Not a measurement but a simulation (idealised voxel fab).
The process module presented herein is designated voxel quadruple lines.
Cross-sectional view cut (width: 275 nm; square cell size: 5 nm).
Think of the cross-section as a grid of square cells. We describe it in bands, top to bottom, and each band covers one or more rows of those cells.
The entry gives the band's vertical extent as a top height and a bottom height in nm, then its horizontal make-up as materials from left to right, each with a width in nm. "blank" stands for empty space; a single material marked "everywhere" fills the band edge to edge.
Heights from 0 (as-received wafer is one material below). Bottom band endless downward, as "0 nm and below".
Width spec "30 to 40" -> top row of cells at first value, bottom row at second value, equal per-row change in between.
For the purposes of this document, the phrase "stayed the same" attached to a step denotes that no cell within the cross-section was modified by that step.
The entry titled "Enclosed cavities" provides the empty spaces that have no open way to the top, restricted to those of 8 cells or more. Each is presented as width x height at distance, the distance being measured from the left edge, with all three in nm.
Post-settings text on a step line: simulator's own remark regarding the step.
overlay nm: mask right of planned place by this much (step with mask). Neg. = left.

**Process steps (planned)**
1 RECEIVE with material Si
2 CONFORMAL_DEP with material SiO2, thk nm 5
3 DIRECTIONAL_DEP with material Ru, thk nm 15
4 DIRECTIONAL_DEP with material polySi, thk nm 20
5 DIRECTIONAL_DEP with material aC, thk nm 20
6 PATTERN with tone cover, mask id MANDREL, material resist, width nm 30, thk nm 30, overlay nm 0
7 DIRECTIONAL_ETCH with etch materials aC, depth nm 20
8 STRIP with etch materials resist
9 CONFORMAL_DEP with material SiO2, thk nm 10
10 DIRECTIONAL_ETCH with etch materials SiO2, depth nm 10
11 STRIP with etch materials aC
12 DIRECTIONAL_ETCH with etch materials polySi, depth nm 20
13 STRIP with etch materials SiO2
14 CONFORMAL_DEP with material SiN, thk nm 10
15 DIRECTIONAL_ETCH with etch materials SiN, depth nm 10
16 STRIP with etch materials polySi
17 DIRECTIONAL_ETCH with etch materials Ru, depth nm 15
18 STRIP with etch materials SiN

**Delivered wafer in cross-section: state after step 1**
  0 nm and below = Si everywhere
  Enclosed cavities: none

**Same starting wafer, same plan as above, one mistake in the execution; this is the cross-section at the end of the module**
  20 nm to 5 nm = blank (100); Ru (10); blank (50); Ru (10); blank (105)
  5 nm to 0 nm = SiO2 everywhere
  0 nm and below = Si everywhere
  Enclosed cavities: none
Short version of what went wrong: transposition of steps 11 and 12 relative to the planned sequence
